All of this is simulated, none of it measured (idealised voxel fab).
The document below concerns the process module designated voxel lift off.
Shown is cross-section cut, with a width of 160 nm and square cells of size 5 nm.
Bands, listed from the top down, are how a cross-section gets written in this document; the cross-section itself is a grid of square cells, and a band is one or more rows of them.
For a band, the entry starts with two heights in nm, that of the top and then that of the bottom, and carries on with the band's materials in order from left to right, each alongside its width in nm; the word "full width" beside a single material means it fills the band edge to edge, and "empty" means empty space.
Height 0 is the level under which the wafer as received is all one material. The lowest band goes on downwards, as in "0 and below".
A two-number width, for instance "30 to 40", indicates that the width is equal to the first number in the top row of the band and to the second number in the bottom row, and that it changes by a constant amount per row of cells.
The designation "nothing got changed", where it is given for a processing step, indicates that no cell of the cross-section was altered in the course of that step.
"Enclosed void listing": empty spaces of 8 cells or more with no open way to the top, each given as width x height at distance, distance from the left edge, all in nm.
On a step's line, text after the settings is the simulator commenting on that step.
If you see "overlay nm" on a step's line and that step has a mask, it's telling you how far right of where it was planned the mask ended up; a negative number means it went left instead.

### The following list gives the planned process steps
1. RECEIVE (material Si)
2. CONFORMAL_DEP (material SiO2; thk nm 5)
3. PATTERN (tone open; mask id LINES; material resist; width nm 15; pitch nm 30; thk nm 20; overlay nm 0)
4. DIRECTIONAL_DEP (material Ru; thk nm 10)
5. STRIP (etch materials resist)
6. CONFORMAL_DEP (material SiO2; thk nm 10)

### So this is the incoming wafer in cross-section - it's already been through step 1
- 0 and below = Si full width
- Enclosed void listing: none

### End-of-module cross-section. Starting structure and process plan as above; one mistake made in running it
- 25 down to 15 = SiO2 full width
- 15 down to 5 = Ru 55, SiO2 15, Ru 15, SiO2 15, Ru 60
- 5 down to 0 = SiO2 full width
- 0 and below = Si full width
- Enclosed void listing: none
It is concluded that the wafer was processed incorrectly with respect to the plan, in that in deviation from the planned setting, step 3 was conducted as PATTERN (tone cover; mask id LINES; material resist; width nm 15; pitch nm 30; thk nm 20; overlay nm 0)
